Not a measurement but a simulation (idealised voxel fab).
process module | voxel plated lines
cross-section cut | 245 nm wide | cells 5 nm
A cross-section is a grid of square cells, given in bands from the top down. A band is one or more rows of cells.
Each band's line starts with the height of the band's top and of its bottom, in nm. Then come its materials from left to right, each with its width in nm. One material with "throughout" fills the band from edge to edge. "air" is empty space.
Height 0 is the level under which the wafer as received is all one material. The lowest band goes on downwards, as in "0 down".
A width such as "30 to 40" changes by the same amount from each row of cells to the next, from the band's top row to its bottom row.
"no change" after a step means that no cell of the cross-section changed.
closed voids: empty space of 8 cells or more with no open way to the top, each as width x height at its distance from the left edge, in nm
after a step's settings: what the simulator itself notes on the step
overlay nm, on a step with a mask: how far to the right of its planned place the mask lay; to the left if negative
plan
1 op RECEIVE | material Si
2 op CONFORMAL_DEP | material SiO2 | thk nm 10
3 op DIRECTIONAL_DEP | material TiN | thk nm 5
4 op PATTERN | tone open | mask id LINES | material resist | width nm 15 | pitch nm 35 | thk nm 25 | overlay nm 0
5 op EPI | material Ru | thk nm 5
6 op EPI | material Ru | thk nm 10
7 op STRIP | etch materials resist
8 op DIRECTIONAL_ETCH | etch materials TiN | depth nm 5
9 op CONFORMAL_DEP | material SiCN | thk nm 5
as received, after step 1
  0 down: Si throughout
  closed voids: none
first wafer at the end, as planned
  35 to 30: air 90 | SiCN 25 | air 10 | SiCN 25 | air 95
  30 to 15: air 90 | SiCN 5 | Ru 15 | SiCN 5 | air 10 | SiCN 5 | Ru 15 | SiCN 5 | air 95
  15 to 10: SiCN 95 | TiN 15 | SiCN 20 | TiN 15 | SiCN 100
  10 to 0: SiO2 throughout
  0 down: Si throughout
  closed voids: none
second wafer at the end: like start, like plan, one mistake
  35 to 30: air 90 | SiCN 30 | air 5 | SiCN 30 | air 90
  30 to 15: air 90 | SiCN 5 | Ru 20 | SiCN 5 | air 5 | SiCN 5 | Ru 20 | SiCN 5 | air 90
  15 to 10: SiCN 95 | TiN 20 | SiCN 15 | TiN 20 | SiCN 95
  10 to 0: SiO2 throughout
  0 down: Si throughout
  closed voids: none
what went wrong: step 4 ran as: op PATTERN | tone open | mask id LINES | material resist | width nm 20 | pitch nm 35 | thk nm 25 | overlay nm 0
at the end the second wafer has, in cells: 6 more of Ru | 2 more of TiN
